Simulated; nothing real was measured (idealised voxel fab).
Process module in this document: voxel quadruple lines
The width of the displayed cross-section, cut, is 215 nm; its cells are square, with a size of 5 nm.
Heads up, the way a cross-section reads in here is a grid of square cells, handed over as bands from the top down, with every band being one or more rows of cells. In this notation a band is specified by the heights of its top and bottom, in that order and in nm, after which its materials appear from left to right, each paired with its width in nm. The word "full width" attached to a single material means that material fills the band from edge to edge; the word "air" stands for empty space. The level at which height equals 0 is the one under which the wafer, as it arrives, is entirely one material. No lower edge exists for the bottom band, which continues downward and is notated as in "from 0 down". It should be noted that a width expressed as "30 to 40" varies in equal increments from row to row of cells within the band, taking the value of the first number at the top row and that of the second number at the bottom row. "nothing got changed" for a step: no cell of the cross-section changed in that step. Closed-off voids of 8+ cells (no open route to the top) go in "Sealed internal voids", written width x height at distance from the left edge, in nm. Step line, after settings: the simulator's comment on this step. "overlay nm" answers the question of how far to the right of plan the mask lay on a step that has a mask, and when it is negative the answer is to the left.
-- The following list gives the planned process steps
1,RECEIVE | material Si
2,CONFORMAL_DEP | material Al2O3 | thk nm 5
3,DIRECTIONAL_DEP | material TiN | thk nm 15
4,DIRECTIONAL_DEP | material polySi | thk nm 15
5,DIRECTIONAL_DEP | material aC | thk nm 20
6,PATTERN | tone cover | mask id MANDREL | material resist | width nm 20 | thk nm 30 | overlay nm 0
7,DIRECTIONAL_ETCH | etch materials aC | depth nm 20
8,STRIP | etch materials resist
9,CONFORMAL_DEP | material SiO2 | thk nm 10
10,DIRECTIONAL_ETCH | etch materials SiO2 | depth nm 10
11,STRIP | etch materials aC
12,DIRECTIONAL_ETCH | etch materials polySi | depth nm 15
13,STRIP | etch materials SiO2
14,CONFORMAL_DEP | material SiCN | thk nm 5
15,DIRECTIONAL_ETCH | etch materials SiCN | depth nm 5
16,STRIP | etch materials polySi
17,DIRECTIONAL_ETCH | etch materials TiN | depth nm 15
18,STRIP | etch materials SiCN
-- Incoming wafer, cross-sectional view, post step 1
from 0 down  Si full width
Sealed internal voids: none
-- First of two wafers, end-of-module section, run followed plan
from 20 to 5  80 air, 5 TiN, 10 air, 5 TiN, 10 air, 5 TiN, 10 air, 5 TiN, 85 air
from 5 to 0  Al2O3 full width
from 0 down  Si full width
Sealed internal voids: none
-- Second wafer of the two, sectioned at the end of the module. It began like the first and followed the same plan, but one mistake was made while running it
from 20 to 5  75 air, 5 TiN, 10 air, 5 TiN, 10 air, 5 TiN, 10 air, 5 TiN, 90 air
from 5 to 0  Al2O3 full width
from 0 down  Si full width
Sealed internal voids: none
Where did the run depart from the plan? step 6 ran with different settings than intended, the actual operation and settings being PATTERN | tone cover | mask id MANDREL | material resist | width nm 20 | thk nm 30 | overlay nm -5
At the close, every material occupies the same number of cells on the second wafer as on the first, only in different positions.
